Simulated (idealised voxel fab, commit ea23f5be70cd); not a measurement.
A process module follows: voxel fin reveal.
cross-section cut | 275 nm wide | cells 5 nm
If you're reading a cross-section in this doc, picture square cells in a grid; it comes to you as bands, top ones listed first down to the bottom, and a band can be one or more rows of cells. Band entry format. Leading values: height of top, height of bottom, nm. Remainder: materials in left-to-right order, each with its width in nm. Special words: "throughout" on a single material, which then fills the band edge to edge; "air", empty space. Height 0 is the level under which the wafer as received is all one material. The lowest band goes on downwards, as in "0 -> down". It should be noted that a width expressed as "30..40" varies in equal increments from row to row of cells within the band, taking the value of the first number at the top row and that of the second number at the bottom row. "nothing got changed" -> step changed no cross-section cell. Empty spaces without an open route to the top, at least 8 cells in extent, make up the entry "Voids, enclosed"; each is given as width x height at distance, where the distance is measured from the left edge, and all are in nm. Past the settings on a step's line: simulator remark, on that step. If you see "overlay nm" on a step's line and that step has a mask, it's telling you how far right of where it was planned the mask ended up; a negative number means it went left instead.

[Here's what the planned process steps look like]
1) RECEIVE | material Si
2) CONFORMAL_DEP | material SiN | thk nm 5
3) PATTERN | tone cover | mask id FINS | material resist | width nm 15 | pitch nm 35 | thk nm 15 | overlay nm -15
4) DIRECTIONAL_ETCH | etch materials SiN | depth nm 5
5) DIRECTIONAL_ETCH | etch materials Si | depth nm 40
6) STRIP | etch materials resist
7) FILL_DEP | material SiO2 | thk nm 10
8) CMP | height nm 5
9) SELECTIVE_ETCH | etch materials SiO2 | depth nm 25
10) STRIP | etch materials SiN
11) CONFORMAL_DEP | material HfO2 | thk nm 5
Every wafer here starts from the same state; it is the step 3 overlay nm that distinguishes them, and the value the plan gives belongs to the first wafer.

[Received wafers, first of several: cross-section after step 1]
    0 -> down = Si throughout
    Voids, enclosed: none

[wafer rows; end of module; cells per material since receipt: (+) gained, (-) lost; then closed voids]
overlay nm -15 | +87 HfO2 | -344 Si | +172 SiO2 | Voids, enclosed: none
overlay nm -10 | +87 HfO2 | -344 Si | +172 SiO2 | Voids, enclosed: none
overlay nm -5 | +87 HfO2 | -344 Si | +172 SiO2 | Voids, enclosed: none
overlay nm 0 | +87 HfO2 | -344 Si | +172 SiO2 | Voids, enclosed: none
overlay nm 5 | +87 HfO2 | -344 Si | +172 SiO2 | Voids, enclosed: none
overlay nm 10 | +87 HfO2 | -344 Si | +172 SiO2 | Voids, enclosed: none
overlay nm 15 | +87 HfO2 | -344 Si | +172 SiO2 | Voids, enclosed: none
